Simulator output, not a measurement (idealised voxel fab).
You're looking at the process module voxel quadruple lines.
Square cell edge 5 nm, section width 145 nm, ID cut.
When this document writes out a cross-section, it uses a grid of square cells and lists it as bands, beginning at the top and moving down, with a band standing for one or more rows of cells.
Band: top and bottom heights (nm) first, top before bottom; then materials from left to right, widths in nm. "full width" marks a sole material filling the band edge to edge. "empty" denotes empty space.
Convention: height 0 is the level below which the wafer, as received, is all one material. The lowest band does not terminate at the bottom but continues downward, represented as "0 and below".
Think of "30 to 40" as a width that walks from the first number to the second as you go down the band, top row to bottom row, taking equal-sized steps from row to row.
Reading "left unchanged" for a step: not a cell of the cross-section changed in it.
"Enclosed void catalog" contains a list of empty spaces, each no smaller than 8 cells and without an open way to the top, written in the form width x height at distance with the distance from the left edge and all three in nm.
On each step's line, the part that comes after the settings is the simulator's own comment on the step.
The setting "overlay nm" may be written on the line of a step. When the step uses a mask, the value reports how far to the right of the planned place the mask lay, and a negative value reports that it lay to the left.
### Listed below are the process steps as planned
1,RECEIVE, material Si
2,CONFORMAL_DEP, material SiO2, thk nm 10
3,DIRECTIONAL_DEP, material W, thk nm 10
4,DIRECTIONAL_DEP, material polySi, thk nm 20
5,DIRECTIONAL_DEP, material aC, thk nm 20
6,PATTERN, tone cover, mask id MANDREL, material resist, width nm 15, thk nm 25, overlay nm 0
7,DIRECTIONAL_ETCH, etch materials aC, depth nm 20
8,STRIP, etch materials resist
9,CONFORMAL_DEP, material SiO2, thk nm 10
10,DIRECTIONAL_ETCH, etch materials SiO2, depth nm 10
11,STRIP, etch materials aC
12,DIRECTIONAL_ETCH, etch materials polySi, depth nm 20
13,STRIP, etch materials SiO2
14,CONFORMAL_DEP, material SiCN, thk nm 5
15,DIRECTIONAL_ETCH, etch materials SiCN, depth nm 5
16,STRIP, etch materials polySi
17,DIRECTIONAL_ETCH, etch materials W, depth nm 10
18,STRIP, etch materials SiCN
Across this set of wafers, the varied parameter is the width nm of step 6. Starting conditions are identical for every wafer, and the plan reports the value assigned to the first wafer.
### As-received state after step 1, first of several wafers, cross-section
0 and below  Si full width
Enclosed void catalog: none
### Quick key for the table: a row per wafer, taken at the end of the module. For each material it tells you how many cells the wafer gained (+) or lost (-) since it came in, and the closed voids come after
width nm 15, +58 SiO2, +8 W, Enclosed void catalog: none
width nm 20, +58 SiO2, +8 W, Enclosed void catalog: none
width nm 25, +58 SiO2, +8 W, Enclosed void catalog: none
width nm 30, +58 SiO2, +8 W, Enclosed void catalog: none
width nm 35, +58 SiO2, +8 W, Enclosed void catalog: none
